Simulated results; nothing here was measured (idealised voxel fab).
The name of this process module is voxel self aligned contacts.
cross-section cut | 225 nm wide | cells 5 nm
In this document a cross-section is written as a grid of square cells. It is given as a series of bands, listed from the top down, and a band is one or more rows of cells. Top, bottom (nm), then materials left to right with widths (nm); lone material tagged "throughout" fills the whole band edge to edge; "blank" = empty space. Heights are expressed relative to 0, this being the level below which the as-received wafer comprises one material exclusively. The lowest band is unbounded in the downward direction and is denoted as in "from 0 down". The notation "30 to 40" denotes a width that varies across the rows of cells in the band, beginning at the first number in the top row, finishing at the second number in the bottom row, and changing by an identical amount from each row to the next. The cross-section has no changed cell in any step marked "all unchanged". Fully enclosed voids: empty space of 8 cells or more with no open way to the top, each as width x height at its distance from the left edge, in nm. Read whatever lies past the settings on a step's line as the simulator's own remark about the step. A step's line can hold "overlay nm"; with a mask on that step, the setting says how far right of the planned place the mask lay, while a negative setting says it lay to the left.
-- Listed below are the process steps as planned
1: RECEIVE, material Si
2: OXIDIZE, depth nm 5
3: DIRECTIONAL_DEP, material polySi, thk nm 30
4: DIRECTIONAL_DEP, material SiN, thk nm 20
5: PATTERN, tone cover, mask id GATE, material resist, width nm 35, pitch nm 70, thk nm 20, overlay nm 0
6: DIRECTIONAL_ETCH, etch materials SiN, depth nm 20
7: DIRECTIONAL_ETCH, etch materials polySi, depth nm 30
8: STRIP, etch materials resist
9: CONFORMAL_DEP, material SiN, thk nm 5
10: DIRECTIONAL_ETCH, etch materials SiN, depth nm 5
11: FILL_DEP, material SiO2, thk nm 20
12: CMP, height nm 60
13: DIRECTIONAL_DEP, material aC, thk nm 10
14: PATTERN, tone open, mask id CONTACT, material resist, width nm 55, pitch nm 70, thk nm 25, overlay nm 0
15: DIRECTIONAL_ETCH, etch materials aC, depth nm 10
16: STRIP, etch materials resist
17: DIRECTIONAL_ETCH, etch materials SiO2, depth nm 65
18: STRIP, etch materials aC
19: CONFORMAL_DEP, material TiN, thk nm 5
20: FILL_DEP, material W, thk nm 5
21: CMP, height nm 60
22: CONFORMAL_DEP, material SiN, thk nm 5
-- As-received wafer cross-section (after step 1)
	from 0 down  Si throughout
	Fully enclosed voids: none
-- First of two wafers, end-of-module section, run followed plan
	from 65 to 60  SiN throughout
	from 60 to 50  SiO2=50, TiN=5 to 20, W=45 to 15, TiN=5 to 20, SiO2=15, TiN=5 to 20, W=45 to 15, TiN=5 to 20, SiO2=50
	from 50 to 30  SiO2=20, SiN=45, TiN=5, W=15, TiN=5, SiN=45, TiN=5, W=15, TiN=5, SiN=45, SiO2=20
	from 30 to 0  SiO2=20, SiN=5, polySi=35, SiN=5, TiN=5, W=15, TiN=5, SiN=5, polySi=35, SiN=5, TiN=5, W=15, TiN=5, SiN=5, polySi=35, SiN=5, SiO2=20
	from 0 to -5  SiO2=65, TiN=25, SiO2=45, TiN=25, SiO2=65
	from -5 down  Si throughout
	Fully enclosed voids: none
-- Now the second wafer, cross-sectioned at the end of the module. Nothing different at the start, nothing different in the plan compared with the first, just one mistake when it was actually run
	from 65 to 60  SiN throughout
	from 60 to 50  SiO2=50, TiN=5 to 25, W=45 to 15, TiN=5 to 15, SiO2=15, TiN=5 to 25, W=45 to 15, TiN=5 to 15, SiO2=50
	from 50 to 30  SiO2=25, SiN=45, TiN=5, W=15, TiN=5, SiN=45, TiN=5, W=15, TiN=5, SiN=45, SiO2=15
	from 30 to 0  SiO2=25, SiN=5, polySi=35, SiN=5, TiN=5, W=15, TiN=5, SiN=5, polySi=35, SiN=5, TiN=5, W=15, TiN=5, SiN=5, polySi=35, SiN=5, SiO2=15
	from 0 to -5  SiO2=70, TiN=25, SiO2=45, TiN=25, SiO2=60
	from -5 down  Si throughout
	Fully enclosed voids: none
Plan not followed: step 5 was processed under conditions differing from the plan, specifically as PATTERN, tone cover, mask id GATE, material resist, width nm 35, pitch nm 70, thk nm 20, overlay nm 5
Tallied in cells, the final second wafer holds each material in the same quantity as the first, although not at the same places.
